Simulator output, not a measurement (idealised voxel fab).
This section sets out a process module, namely voxel released beams.
We display cut, a cross-section 175 nm in width whose square cells are each 5 nm.
This document writes a cross-section as a grid whose cells are square, and gives it as bands, listed from the top down; one or more rows of cells form a band.
What a band's entry tells you: where the top is and where the bottom is, as heights in nm, and after that what lies inside, material by material from left to right, each with its width in nm. Empty space is written as the word "blank", and a single material marked with the word "full width" occupies the band from edge to edge.
Zero point of the height axis is 0; under it, received wafer = one material. Lowest band: continues down indefinitely, "z 0 and below".
Width: "30->40" (first number = top row, second number = bottom row, same change from row to row of cells).
No cell of the cross-section changed in a step that is given as "nothing altered".
Entry "Sealed voids" = empty spaces >= 8 cells with no open way to the top; each as width x height at distance, distance from left edge, all nm.
The remark found on a step's line after its settings is issued by the simulator itself and pertains to that step.
Each step line may optionally specify "overlay nm", which for a step with a mask gives the rightward distance between the mask's planned place and where it lay, a negative value indicating the leftward direction.
This section lists the process steps that were planned:
1: op RECEIVE | material Si
2: op CONFORMAL_DEP | material SiN | thk nm 10
3: op DIRECTIONAL_DEP | material SiO2 | thk nm 10
4: op MASKED_ETCH | tone open | mask id ANCHOR | width nm 25 | etch materials SiO2 | depth nm 10 | overlay nm 0
5: op CONFORMAL_DEP | material W | thk nm 10
6: op PATTERN | tone cover | mask id BEAM | material resist | width nm 70 | thk nm 15 | overlay nm 0
7: op DIRECTIONAL_ETCH | etch materials W | depth nm 10
8: op STRIP | etch materials resist
9: op STRIP | etch materials SiO2
What follows covers the first of two wafers; it ran as planned:
As received, after step 1:
	z 0 and below  Si full width
	Sealed voids: none
Wafer section view after processing step 2:
	z 10 to 0  SiN full width
	Whatever lies below 0 is exactly as it was before.
Wafer section view after processing step 3:
	z 20 to 10  SiO2 full width
	Whatever lies below 10 is exactly as it was before.
Wafer section view after processing step 4:
	z 20 to 10  55 SiO2; 25 blank; 95 SiO2
	Whatever lies below 10 is exactly as it was before.
Wafer section view after processing step 5:
	z 30 to 20  65 W; 5 blank; 105 W
	z 20 to 10  55 SiO2; 25 W; 95 SiO2
	Whatever lies below 10 is exactly as it was before.
Wafer section view after processing step 6:
	z 45 to 30  50 blank; 70 resist; 55 blank
	z 30 to 20  65 W; 5 resist; 105 W
	Whatever lies below 20 is exactly as it was before.
Wafer section view after processing step 7:
	z 45 to 30  50 blank; 70 resist; 55 blank
	z 30 to 20  50 blank; 15 W; 5 resist; 50 W; 55 blank
	Whatever lies below 20 is exactly as it was before.
Wafer section view after processing step 8:
	z 30 to 20  50 blank; 15 W; 5 blank; 50 W; 55 blank
	Whatever lies below 20 is exactly as it was before.
Wafer section view after processing step 9:
	z 30 to 20  50 blank; 15 W; 5 blank; 50 W; 55 blank
	z 20 to 10  55 blank; 25 W; 95 blank
	Whatever lies below 10 is exactly as it was before.
Companion wafer, the second of two: same beginning, same intended sequence, one mistake in carrying it out; through step 1 inclusive it tracks the first exactly:
Cross-sectional view of the second wafer at the intended end time of process step 2:
	z 10 to 0  SiO2 full width
	Whatever lies below 0 is exactly as it was before.
Cross-sectional view of the second wafer at the intended end time of process step 3:
	z 20 to 10  SiN full width
	Whatever lies below 10 is exactly as it was before.
Cross-sectional view of the second wafer at the intended end time of process step 4: nothing altered
Cross-sectional view of the second wafer at the intended end time of process step 5:
	z 30 to 20  W full width
	Whatever lies below 20 is exactly as it was before.
Cross-sectional view of the second wafer at the intended end time of process step 6:
	z 45 to 30  50 blank; 70 resist; 55 blank
	Whatever lies below 30 is exactly as it was before.
Cross-sectional view of the second wafer at the intended end time of process step 7:
	z 45 to 30  50 blank; 70 resist; 55 blank
	z 30 to 20  50 blank; 70 W; 55 blank
	Whatever lies below 20 is exactly as it was before.
Cross-sectional view of the second wafer at the intended end time of process step 8:
	z 30 to 20  50 blank; 70 W; 55 blank
	Whatever lies below 20 is exactly as it was before.
Cross-sectional view of the second wafer at the intended end time of process step 9: nothing altered
Nonconformance to the process plan: sequence error: steps 2 and 3 interchanged
Wafer comparison, final, in cells, second relative to first, materials more or fewer: SiO2: 70 more, W: 8 fewer
